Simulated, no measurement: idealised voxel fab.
Proc. module: voxel wiring stack
The width of the displayed cross-section, cut, is 200 nm; its cells are square, with a size of 5 nm.
If you're reading a cross-section in this doc, picture square cells in a grid; it comes to you as bands, top ones listed first down to the bottom, and a band can be one or more rows of cells.
In this notation a band is specified by the heights of its top and bottom, in that order and in nm, after which its materials appear from left to right, each paired with its width in nm. The word "everywhere" attached to a single material means that material fills the band from edge to edge; the word "blank" stands for empty space.
It should be noted that heights are counted from 0, beneath which the wafer as supplied is of one material throughout, and that the lowest band possesses no lower boundary but continues downward, as written in "0 -> down".
When a width is written as two numbers, as in "30->40", the first number is the width in the top row of cells of the band and the second is the width in its bottom row, and the width changes by the same amount from each row to the next.
"nothing was modified" for a step: no cell of the cross-section changed in that step.
"Closed void roster" specifies each empty space that is not open to the top and that occupies no fewer than 8 cells, using the form width x height at distance, the distance measured from the left edge and all three quantities in nm.
after a step's settings: what the simulator itself notes on the step
"overlay nm" denotes, for a step that has a mask, the displacement of the mask to the right of its planned place, with negative values corresponding to the left.

**The planned process steps are enumerated hereunder**
1) RECEIVE,material Si
2) CONFORMAL_DEP,material SiO2,thk nm 15
3) CONFORMAL_DEP,material SiN,thk nm 5
4) DIRECTIONAL_DEP,material SiO2,thk nm 15
5) DIRECTIONAL_DEP,material aC,thk nm 15
6) PATTERN,tone open,mask id METAL_1,material resist,width nm 25,pitch nm 55,thk nm 30,overlay nm 0
7) DIRECTIONAL_ETCH,etch materials aC,depth nm 15
8) STRIP,etch materials resist
9) DIRECTIONAL_ETCH,etch materials SiO2,depth nm 15
10) DIRECTIONAL_ETCH,etch materials SiN,depth nm 5
11) STRIP,etch materials aC
12) CONFORMAL_DEP,material TiN,thk nm 5
13) FILL_DEP,material Cu,thk nm 5
14) CMP,height nm 35
15) EPI,material Ru,thk nm 5
16) FILL_DEP,material SiCN,thk nm 5
17) DIRECTIONAL_DEP,material lowk,thk nm 20
18) DIRECTIONAL_DEP,material aC,thk nm 15
19) PATTERN,tone open,mask id PLUG_1,material resist,width nm 15,pitch nm 110,thk nm 30,overlay nm 0
20) DIRECTIONAL_ETCH,etch materials aC,depth nm 15
21) STRIP,etch materials resist
22) DIRECTIONAL_ETCH,etch materials lowk,depth nm 20
23) DIRECTIONAL_ETCH,etch materials SiCN,depth nm 5
24) STRIP,etch materials aC
25) EPI,material Ru,thk nm 10
26) EPI,material Ru,thk nm 10
27) EPI,material Ru,thk nm 5
28) CONFORMAL_DEP,material SiN,thk nm 5
29) DIRECTIONAL_DEP,material lowk,thk nm 20
30) MASKED_ETCH,tone open,mask id METAL_2,width nm 25,pitch nm 55,etch materials lowk,depth nm 20,overlay nm 0
31) MASKED_ETCH,tone open,mask id METAL_2,width nm 25,pitch nm 55,etch materials SiN,depth nm 5,overlay nm 0
32) CONFORMAL_DEP,material TiN,thk nm 5
33) FILL_DEP,material Ru,thk nm 5
34) CMP,height nm 90
35) EPI,material Ru,thk nm 5
36) FILL_DEP,material SiCN,thk nm 5
37) DIRECTIONAL_DEP,material lowk,thk nm 30
38) PATTERN,tone open,mask id METAL_3_HOLES,material resist,width nm 15,pitch nm 110,thk nm 15,overlay nm 0
39) DIRECTIONAL_ETCH,etch materials lowk,depth nm 30
40) STRIP,etch materials resist
41) MASKED_ETCH,tone open,mask id METAL_3,width nm 25,pitch nm 55,etch materials lowk,depth nm 15,overlay nm 0
42) MASKED_ETCH,tone open,mask id METAL_3,width nm 25,pitch nm 55,etch materials SiCN,depth nm 5,overlay nm 0
43) CONFORMAL_DEP,material TiN,thk nm 5
44) FILL_DEP,material Cu,thk nm 10
45) CMP,height nm 130
46) CONFORMAL_DEP,material SiCN,thk nm 5
47) DIRECTIONAL_DEP,material SiO2,thk nm 20
48) MASKED_ETCH,tone open,mask id PLUG_3,width nm 15,pitch nm 110,etch materials SiO2,depth nm 20,overlay nm 0
49) MASKED_ETCH,tone open,mask id PLUG_3,width nm 15,pitch nm 110,etch materials SiCN,depth nm 5,overlay nm 0
50) EPI,material Ru,thk nm 10
51) EPI,material Ru,thk nm 10
52) EPI,material Ru,thk nm 5
53) CONFORMAL_DEP,material SiN,thk nm 5
54) DIRECTIONAL_DEP,material SiO2,thk nm 25
55) PATTERN,tone open,mask id METAL_4,material resist,width nm 25,pitch nm 55,thk nm 20,overlay nm 0
56) DIRECTIONAL_ETCH,etch materials SiO2,depth nm 25
57) DIRECTIONAL_ETCH,etch materials SiN,depth nm 5
58) STRIP,etch materials resist
59) CONFORMAL_DEP,material TiN,thk nm 5
60) FILL_DEP,material Cu,thk nm 5
61) CMP,height nm 185
62) CONFORMAL_DEP,material SiN,thk nm 5

**Wafer at receipt (post step 1), cross-section**
    0 -> down: Si everywhere
    Closed void roster: none

**Module complete - cross-section of the first of two wafers, run according to plan**
    190 -> 185: SiN everywhere
    185 -> 160: SiO2 30, TiN 5, Cu 15, TiN 5, SiO2 30, TiN 5, Cu 15, TiN 5, SiO2 30, TiN 5, Cu 15, TiN 5, SiO2 35
    160 -> 155: SiN 30, TiN 25, SiN 30, TiN 25, SiN 30, TiN 25, SiN 35
    155 -> 135: SiO2 30, Ru 15, SiO2 95, Ru 15, SiO2 45
    135 -> 130: SiCN 30, Ru 15, SiCN 95, Ru 15, SiCN 45
    130 -> 120: lowk 30, TiN 5, Cu 15, TiN 5, lowk 30, TiN 5, Cu 15, TiN 5, lowk 30, TiN 5, Cu 15, TiN 5, lowk 35
    120 -> 115: lowk 30, TiN 5, Cu 5, TiN 15, lowk 30, TiN 25, lowk 30, TiN 5, Cu 5, TiN 15, lowk 35
    115 -> 100: lowk 30, TiN 5, Cu 5, TiN 5, lowk 95, TiN 5, Cu 5, TiN 5, lowk 45
    100 -> 95: SiCN 30, TiN 15, SiCN 95, TiN 15, SiCN 45
    95 -> 90: SiCN 25, Ru 35, SiCN 20, Ru 35, SiCN 20, Ru 35, SiCN 30
    90 -> 70: lowk 30, TiN 5, Ru 15, TiN 5, lowk 30, TiN 5, Ru 15, TiN 5, lowk 30, TiN 5, Ru 15, TiN 5, lowk 35
    70 -> 65: SiN 30, TiN 25, SiN 30, TiN 25, SiN 30, TiN 25, SiN 35
    65 -> 45: lowk 30, Ru 15, lowk 95, Ru 15, lowk 45
    45 -> 40: SiCN 30, Ru 15, SiCN 95, Ru 15, SiCN 45
    40 -> 35: SiCN 25, Ru 35, SiCN 20, Ru 35, SiCN 20, Ru 35, SiCN 30
    35 -> 20: SiO2 30, TiN 5, Cu 15, TiN 5, SiO2 30, TiN 5, Cu 15, TiN 5, SiO2 30, TiN 5, Cu 15, TiN 5, SiO2 35
    20 -> 15: SiN 30, TiN 25, SiN 30, TiN 25, SiN 30, TiN 25, SiN 35
    15 -> 0: SiO2 everywhere
    0 -> down: Si everywhere
    Closed void roster: none

**Cross-section at end of module for the second wafer of two, which matched the first in starting point and plan and differed by one mistake in its processing**
    190 -> 185: SiN everywhere
    185 -> 160: SiO2 30, TiN 5, Cu 15, TiN 5, SiO2 30, TiN 5, Cu 15, TiN 5, SiO2 30, TiN 5, Cu 15, TiN 5, SiO2 35
    160 -> 155: SiN 30, TiN 25, SiN 30, TiN 25, SiN 30, TiN 25, SiN 35
    155 -> 135: SiO2 30, Ru 15, SiO2 95, Ru 15, SiO2 45
    135 -> 130: SiCN 30, Ru 15, SiCN 95, Ru 15, SiCN 45
    130 -> 120: lowk 30, TiN 5, Cu 15, TiN 5, lowk 30, TiN 5, Cu 15, TiN 5, lowk 30, TiN 5, Cu 15, TiN 5, lowk 35
    120 -> 115: lowk 30, TiN 5, Cu 5, TiN 15, lowk 30, TiN 25, lowk 30, TiN 5, Cu 5, TiN 15, lowk 35
    115 -> 100: lowk 30, TiN 5, Cu 5, TiN 5, lowk 95, TiN 5, Cu 5, TiN 5, lowk 45
    100 -> 95: SiCN 30, TiN 15, SiCN 95, TiN 15, SiCN 45
    95 -> 90: SiCN 25, Ru 35, SiCN 20, Ru 35, SiCN 20, Ru 35, SiCN 30
    90 -> 70: lowk 30, TiN 5, Ru 15, TiN 5, lowk 30, TiN 5, Ru 15, TiN 5, lowk 30, TiN 5, Ru 15, TiN 5, lowk 35
    70 -> 65: SiN 30, TiN 25, SiN 30, TiN 25, SiN 30, TiN 25, SiN 35
    65 -> 45: lowk 30, Ru 15, lowk 95, Ru 15, lowk 45
    45 -> 40: SiCN 30, Ru 15, SiCN 95, Ru 15, SiCN 45
    40 -> 35: SiCN 25, Ru 35, SiCN 20, Ru 35, SiCN 20, Ru 35, SiCN 30
    35 -> 25: SiO2 30, TiN 5, Cu 15, TiN 5, SiO2 30, TiN 5, Cu 15, TiN 5, SiO2 30, TiN 5, Cu 15, TiN 5, SiO2 35
    25 -> 20: SiO2 30, TiN 25, SiO2 30, TiN 25, SiO2 30, TiN 25, SiO2 35
    20 -> 5: SiO2 everywhere
    5 -> 0: SiN everywhere
    0 -> down: Si everywhere
    Closed void roster: none
Plan not followed: order of steps 2 and 3 inverted relative to the plan
Final tally in cells, some materials are higher or lower on the second wafer than on the first: Cu: 9 fewer; SiN: 15 more; TiN: 6 fewer
